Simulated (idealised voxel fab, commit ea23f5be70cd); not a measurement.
process module | voxel capacitor over wiring
cross-section cut | 270 nm wide | cells 5 nm
A cross-section is a grid of square cells, given in bands from the top down. A band is one or more rows of cells.
Each band's line starts with the height of the band's top and of its bottom, in nm. Then come its materials from left to right, each with its width in nm. One material with "throughout" fills the band from edge to edge. "air" is empty space.
Height 0 is the level under which the wafer as received is all one material. The lowest band goes on downwards, as in "0 down".
A width such as "30 to 40" changes by the same amount from each row of cells to the next, from the band's top row to its bottom row.
"no change" after a step means that no cell of the cross-section changed.
closed voids: empty space of 8 cells or more with no open way to the top, each as width x height at its distance from the left edge, in nm
after a step's settings: what the simulator itself notes on the step
overlay nm, on a step with a mask: how far to the right of its planned place the mask lay; to the left if negative
plan
1 op RECEIVE | material Si
2 op CONFORMAL_DEP | material SiO2 | thk nm 10
3 op CONFORMAL_DEP | material SiN | thk nm 5
4 op DIRECTIONAL_DEP | material SiO2 | thk nm 15
5 op PATTERN | tone open | mask id METAL_1 | material resist | width nm 20 | pitch nm 80 | thk nm 15 | overlay nm 0
6 op DIRECTIONAL_ETCH | etch materials SiO2 | depth nm 15
7 op DIRECTIONAL_ETCH | etch materials SiN | depth nm 5
8 op STRIP | etch materials resist
9 op CONFORMAL_DEP | material TiN | thk nm 5
10 op FILL_DEP | material Cu | thk nm 5
11 op CMP | height nm 30
12 op CONFORMAL_DEP | material SiCN | thk nm 5
13 op DIRECTIONAL_DEP | material SiO2 | thk nm 10
14 op DIRECTIONAL_DEP | material aC | thk nm 10
15 op PATTERN | tone open | mask id PLUG_1 | material resist | width nm 15 | thk nm 30 | overlay nm 0
16 op DIRECTIONAL_ETCH | etch materials aC | depth nm 10
17 op STRIP | etch materials resist
18 op DIRECTIONAL_ETCH | etch materials SiO2 | depth nm 10
19 op DIRECTIONAL_ETCH | etch materials SiCN | depth nm 5
20 op STRIP | etch materials aC
21 op EPI | material Ru | thk nm 10
22 op EPI | material Ru | thk nm 5
23 op DIRECTIONAL_DEP | material TiN | thk nm 5
24 op DIRECTIONAL_DEP | material SiN | thk nm 5
25 op DIRECTIONAL_DEP | material TiN | thk nm 10
26 op MASKED_ETCH | tone cover | mask id UPPER_PLATE | width nm 65 | etch materials TiN | depth nm 10 | overlay nm 0
27 op MASKED_ETCH | tone cover | mask id UPPER_PLATE | width nm 65 | etch materials SiN | depth nm 5 | overlay nm 0
28 op MASKED_ETCH | tone cover | mask id LOWER_PLATE | width nm 75 | etch materials TiN | depth nm 5 | overlay nm 0
29 op FILL_DEP | material SiO2 | thk nm 20
30 op CMP | height nm 80
31 op PATTERN | tone open | mask id PLUG_2 | material resist | width nm 15 | thk nm 20 | overlay nm 0
32 op DIRECTIONAL_ETCH | etch materials SiO2 | depth nm 15
33 op STRIP | etch materials resist
34 op CONFORMAL_DEP | material TiN | thk nm 5
35 op FILL_DEP | material W | thk nm 10
36 op CMP | height nm 80
37 op CONFORMAL_DEP | material SiCN | thk nm 5
as received, after step 1
  0 down: Si throughout
  closed voids: none
a wafer at the end: this start, this plan, one mistake
  85 to 80: SiCN throughout
  80 to 70: SiO2 100 | TiN 5 | W 5 | TiN 5 | SiO2 155
  70 to 65: SiO2 100 | TiN 15 | SiO2 155
  65 to 55: SiO2 90 | TiN 65 | SiO2 115
  55 to 50: SiO2 90 | SiN 65 | SiO2 115
  50 to 45: SiO2 85 | TiN 75 | SiO2 110
  45 to 35: SiO2 90 | Ru 15 | SiO2 165
  35 to 30: SiCN 90 | Ru 15 | SiCN 165
  30 to 25: Cu throughout
  25 to 20: TiN 90 | Cu 10 | TiN 70 | Cu 10 | TiN 90
  20 to 15: SiO2 85 | TiN 5 | Cu 10 | TiN 5 | SiO2 60 | TiN 5 | Cu 10 | TiN 5 | SiO2 85
  15 to 10: SiN 85 | TiN 20 | SiN 60 | TiN 20 | SiN 85
  10 to 0: SiO2 throughout
  0 down: Si throughout
  closed voids: none
what went wrong: step 4 ran as: op DIRECTIONAL_DEP | material SiO2 | thk nm 5
